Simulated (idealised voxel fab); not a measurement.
process module | voxel self aligned contacts
The figure presents cross-section cut, which has a width of 175 nm and is divided into square cells with an edge length of 5 nm.
If you're reading a cross-section in this doc, picture square cells in a grid; it comes to you as bands, top ones listed first down to the bottom, and a band can be one or more rows of cells.
Each band's line starts with the height of the band's top and of its bottom, in nm. Then come its materials from left to right, each with its width in nm. One material with "throughout" fills the band from edge to edge. "empty" is empty space.
The level at which height equals 0 is the one under which the wafer, as it arrives, is entirely one material. No lower edge exists for the bottom band, which continues downward and is notated as in "from 0 down".
You'd read "30->40" like this: the band's top row of cells is as wide as the first number, its bottom row is as wide as the second, and going down, every row changes width by the same amount as the row before did.
"no modifications" -> step changed no cross-section cell.
The label "Voids, enclosed" introduces a list of the empty spaces, 8 cells or larger, that have no open way up to the top; each entry in it reads width x height at distance, where the distance is taken from the left edge and all three are stated in nm.
Past the settings on a step's line: simulator remark, on that step.
overlay nm, on a step with a mask: how far to the right of its planned place the mask lay; to the left if negative

### Intended process steps
1. RECEIVE: material Si
2. CONFORMAL_DEP: material SiO2, thk nm 5
3. DIRECTIONAL_DEP: material polySi, thk nm 25
4. DIRECTIONAL_DEP: material SiN, thk nm 15
5. DIRECTIONAL_DEP: material aC, thk nm 10
6. PATTERN: tone cover, mask id GATE, material resist, width nm 30, pitch nm 55, thk nm 30, overlay nm 0
7. DIRECTIONAL_ETCH: etch materials aC, depth nm 10
8. STRIP: etch materials resist
9. DIRECTIONAL_ETCH: etch materials SiN, depth nm 15
10. DIRECTIONAL_ETCH: etch materials polySi, depth nm 25
11. STRIP: etch materials aC
12. CONFORMAL_DEP: material SiN, thk nm 5
13. DIRECTIONAL_ETCH: etch materials SiN, depth nm 5
14. FILL_DEP: material SiO2, thk nm 20
15. CMP: height nm 55
16. MASKED_ETCH: tone open, mask id CONTACT, width nm 35, etch materials SiO2, depth nm 55, overlay nm 0
17. CONFORMAL_DEP: material TiN, thk nm 5
18. FILL_DEP: material Ru, thk nm 5
19. CMP: height nm 55
20. CONFORMAL_DEP: material SiCN, thk nm 5

### Wafer, first of two, run as planned

### Received-state cross-section, reflecting completion of step 1
	from 0 down | Si throughout
	Voids, enclosed: none

### So this is the wafer cross-section right after step 2
	from 5 to 0 | SiO2 throughout
	Note: structure below 0 unchanged.

### So this is the wafer cross-section right after step 3
	from 30 to 5 | polySi throughout
	Note: structure below 5 unchanged.

### So this is the wafer cross-section right after step 4
	from 45 to 30 | SiN throughout
	Note: structure below 30 unchanged.

### So this is the wafer cross-section right after step 5
	from 55 to 45 | aC throughout
	Note: structure below 45 unchanged.

### So this is the wafer cross-section right after step 6
	from 85 to 55 | empty 45 / resist 30 / empty 25 / resist 30 / empty 45
	Note: structure below 55 unchanged.

### So this is the wafer cross-section right after step 7
	from 75 to 55 | empty 45 / resist 30 / empty 25 / resist 30 / empty 45
	from 55 to 45 | empty 45 / aC 30 / empty 25 / aC 30 / empty 45
	Note: structure below 45 unchanged.

### So this is the wafer cross-section right after step 8
	from 55 to 45 | empty 45 / aC 30 / empty 25 / aC 30 / empty 45
	Note: structure below 45 unchanged.

### So this is the wafer cross-section right after step 9
	from 55 to 45 | empty 45 / aC 30 / empty 25 / aC 30 / empty 45
	from 45 to 30 | empty 45 / SiN 30 / empty 25 / SiN 30 / empty 45
	Note: structure below 30 unchanged.

### So this is the wafer cross-section right after step 10
	from 55 to 45 | empty 45 / aC 30 / empty 25 / aC 30 / empty 45
	from 45 to 30 | empty 45 / SiN 30 / empty 25 / SiN 30 / empty 45
	from 30 to 5 | empty 45 / polySi 30 / empty 25 / polySi 30 / empty 45
	Note: structure below 5 unchanged.

### So this is the wafer cross-section right after step 11
	from 45 to 30 | empty 45 / SiN 30 / empty 25 / SiN 30 / empty 45
	Note: structure below 30 unchanged.

### So this is the wafer cross-section right after step 12
	from 50 to 30 | empty 40 / SiN 40 / empty 15 / SiN 40 / empty 40
	from 30 to 10 | empty 40 / SiN 5 / polySi 30 / SiN 5 / empty 15 / SiN 5 / polySi 30 / SiN 5 / empty 40
	from 10 to 5 | SiN 45 / polySi 30 / SiN 25 / polySi 30 / SiN 45
	Note: structure below 5 unchanged.

### So this is the wafer cross-section right after step 13
	from 45 to 30 | empty 40 / SiN 40 / empty 15 / SiN 40 / empty 40
	from 30 to 5 | empty 40 / SiN 5 / polySi 30 / SiN 5 / empty 15 / SiN 5 / polySi 30 / SiN 5 / empty 40
	Note: structure below 5 unchanged.

### So this is the wafer cross-section right after step 14
	from 65 to 45 | SiO2 throughout
	from 45 to 30 | SiO2 40 / SiN 40 / SiO2 15 / SiN 40 / SiO2 40
	from 30 to 5 | SiO2 40 / SiN 5 / polySi 30 / SiN 5 / SiO2 15 / SiN 5 / polySi 30 / SiN 5 / SiO2 40
	Note: structure below 5 unchanged.

### So this is the wafer cross-section right after step 15
	from 55 to 45 | SiO2 throughout
	Note: structure below 45 unchanged.

### So this is the wafer cross-section right after step 16
	from 55 to 45 | SiO2 70 / empty 35 / SiO2 70
	from 45 to 30 | SiO2 40 / SiN 40 / empty 15 / SiN 40 / SiO2 40
	from 30 to 5 | SiO2 40 / SiN 5 / polySi 30 / SiN 5 / empty 15 / SiN 5 / polySi 30 / SiN 5 / SiO2 40
	from 5 to 0 | SiO2 80 / empty 15 / SiO2 80
	Note: structure below 0 unchanged.

### So this is the wafer cross-section right after step 17
	from 60 to 55 | TiN 75 / empty 25 / TiN 75
	from 55 to 45 | SiO2 70 / TiN 5->15 / empty 25->5 / TiN 5->15 / SiO2 70
	from 45 to 30 | SiO2 40 / SiN 40 / TiN 5 / empty 5 / TiN 5 / SiN 40 / SiO2 40
	from 30 to 5 | SiO2 40 / SiN 5 / polySi 30 / SiN 5 / TiN 5 / empty 5 / TiN 5 / SiN 5 / polySi 30 / SiN 5 / SiO2 40
	from 5 to 0 | SiO2 80 / TiN 15 / SiO2 80
	Note: structure below 0 unchanged.

### So this is the wafer cross-section right after step 18
	from 65 to 60 | Ru throughout
	from 60 to 55 | TiN 75 / Ru 25 / TiN 75
	from 55 to 45 | SiO2 70 / TiN 5->15 / Ru 25->5 / TiN 5->15 / SiO2 70
	from 45 to 30 | SiO2 40 / SiN 40 / TiN 5 / Ru 5 / TiN 5 / SiN 40 / SiO2 40
	from 30 to 5 | SiO2 40 / SiN 5 / polySi 30 / SiN 5 / TiN 5 / Ru 5 / TiN 5 / SiN 5 / polySi 30 / SiN 5 / SiO2 40
	Note: structure below 5 unchanged.

### So this is the wafer cross-section right after step 19
	from 55 to 45 | SiO2 70 / TiN 5->15 / Ru 25->5 / TiN 5->15 / SiO2 70
	Note: structure below 45 unchanged.

### So this is the wafer cross-section right after step 20
	from 60 to 55 | SiCN throughout
	Note: structure below 55 unchanged.

### Second wafer: same start and same plan as the first, one execution error; identical to the first through step 11

Planned end of step 12: second wafer, cross-section: no modifications

### Planned end of step 13: second wafer, cross-section
	from 40 to 30 | empty 45 / SiN 30 / empty 25 / SiN 30 / empty 45
	Note: structure below 30 unchanged.

### Planned end of step 14: second wafer, cross-section
	from 60 to 40 | SiO2 throughout
	from 40 to 30 | SiO2 45 / SiN 30 / SiO2 25 / SiN 30 / SiO2 45
	from 30 to 5 | SiO2 45 / polySi 30 / SiO2 25 / polySi 30 / SiO2 45
	Note: structure below 5 unchanged.

### Planned end of step 15: second wafer, cross-section
	from 55 to 40 | SiO2 throughout
	Note: structure below 40 unchanged.

### Planned end of step 16: second wafer, cross-section
	from 55 to 40 | SiO2 70 / empty 35 / SiO2 70
	from 40 to 30 | SiO2 45 / SiN 30 / empty 25 / SiN 30 / SiO2 45
	from 30 to 5 | SiO2 45 / polySi 30 / empty 25 / polySi 30 / SiO2 45
	from 5 to 0 | SiO2 75 / empty 25 / SiO2 75
	Note: structure below 0 unchanged.

### Planned end of step 17: second wafer, cross-section
	from 60 to 55 | TiN 75 / empty 25 / TiN 75
	from 55 to 45 | SiO2 70 / TiN 5 / empty 25 / TiN 5 / SiO2 70
	from 45 to 40 | SiO2 70 / TiN 10 / empty 15 / TiN 10 / SiO2 70
	from 40 to 30 | SiO2 45 / SiN 30 / TiN 5 / empty 15 / TiN 5 / SiN 30 / SiO2 45
	from 30 to 5 | SiO2 45 / polySi 30 / TiN 5 / empty 15 / TiN 5 / polySi 30 / SiO2 45
	from 5 to 0 | SiO2 75 / TiN 25 / SiO2 75
	Note: structure below 0 unchanged.

### Planned end of step 18: second wafer, cross-section
	from 65 to 60 | Ru throughout
	from 60 to 55 | TiN 75 / Ru 25 / TiN 75
	from 55 to 45 | SiO2 70 / TiN 5 / Ru 25 / TiN 5 / SiO2 70
	from 45 to 40 | SiO2 70 / TiN 10 / Ru 15 / TiN 10 / SiO2 70
	from 40 to 30 | SiO2 45 / SiN 30 / TiN 5 / Ru 15 / TiN 5 / SiN 30 / SiO2 45
	from 30 to 5 | SiO2 45 / polySi 30 / TiN 5 / Ru 15 / TiN 5 / polySi 30 / SiO2 45
	Note: structure below 5 unchanged.

### Planned end of step 19: second wafer, cross-section
	from 55 to 45 | SiO2 70 / TiN 5 / Ru 25 / TiN 5 / SiO2 70
	Note: structure below 45 unchanged.

### Planned end of step 20: second wafer, cross-section
	from 60 to 55 | SiCN throughout
	Note: structure below 55 unchanged.
What broke from the plan during processing? plan step 12 skipped
Per the end-of-run cell counts, the second wafer holds more or fewer of some materials than the first: +20 Ru, -44 SiN, +24 SiO2
